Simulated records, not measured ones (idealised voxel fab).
Title: Process Module voxel released beams
The cross-section on display is named cut; it measures 200 nm wide, and its cells are 5 nm squares.
Cross-sections here: square-cell grids, written as top-down lists of bands, a band being one or more rows of cells. The entry gives the band's vertical extent as a top height and a bottom height in nm, then its horizontal make-up as materials from left to right, each with a width in nm. "empty" stands for empty space; a single material marked "edge to edge" fills the band edge to edge. Where do heights start? At 0: under that level the wafer as delivered is made of one material only. And the lowest band has no floor; it just carries on downward, as in "0 nm and below". Width: "30 to 40" (first number = top row, second number = bottom row, same change from row to row of cells). Step marked "nothing different"? Then no cell in the cross-section changed in it. You'll see "Closed void inventory" listing empty spaces that have no way open to the top, as long as they're 8 cells or more; the notation is width x height at distance, where the distance is from the left edge, and all of it is in nm. Post-settings text on a step line: simulator's own remark regarding the step. You can add "overlay nm" to a step's line. For a step with a mask, it describes how far the mask lay to the right of its planned position, and a negative number describes a lay to the left.
THE STEPS PLANNED FOR THE PROCESS ARE AS FOLLOWS
- 1: RECEIVE, material Si
- 2: CONFORMAL_DEP, material SiN, thk nm 5
- 3: DIRECTIONAL_DEP, material SiO2, thk nm 20
- 4: PATTERN, tone open, mask id ANCHOR, material resist, width nm 35, thk nm 20, overlay nm 0
- 5: DIRECTIONAL_ETCH, etch materials SiO2, depth nm 20
- 6: STRIP, etch materials resist
- 7: CONFORMAL_DEP, material TiN, thk nm 15
- 8: MASKED_ETCH, tone cover, mask id BEAM, width nm 120, etch materials TiN, depth nm 15, overlay nm 0
- 9: STRIP, etch materials SiO2
INCOMING WAFER, CROSS-SECTIONAL VIEW, POST STEP 1
    0 nm and below  Si edge to edge
    Closed void inventory: none
ONE MISTAKE IN RUNNING THE MODULE, OTHERWISE START AND PLAN AS ABOVE: CROSS-SECTION AT THE END
    40 nm to 25 nm  empty (40) | TiN (15) | empty (5) | TiN (100) | empty (40)
    25 nm to 20 nm  empty (40) | TiN (15) | empty (5) | TiN (15) | empty (125)
    20 nm to 5 nm  empty (40) | TiN (35) | empty (125)
    5 nm to 0 nm  SiN edge to edge
    0 nm and below  Si edge to edge
    Closed void inventory: none
Plan not followed: rather than as planned, step 8 actually ran as MASKED_ETCH, tone cover, mask id BEAM, width nm 120, etch materials TiN, depth nm 15, overlay nm 5
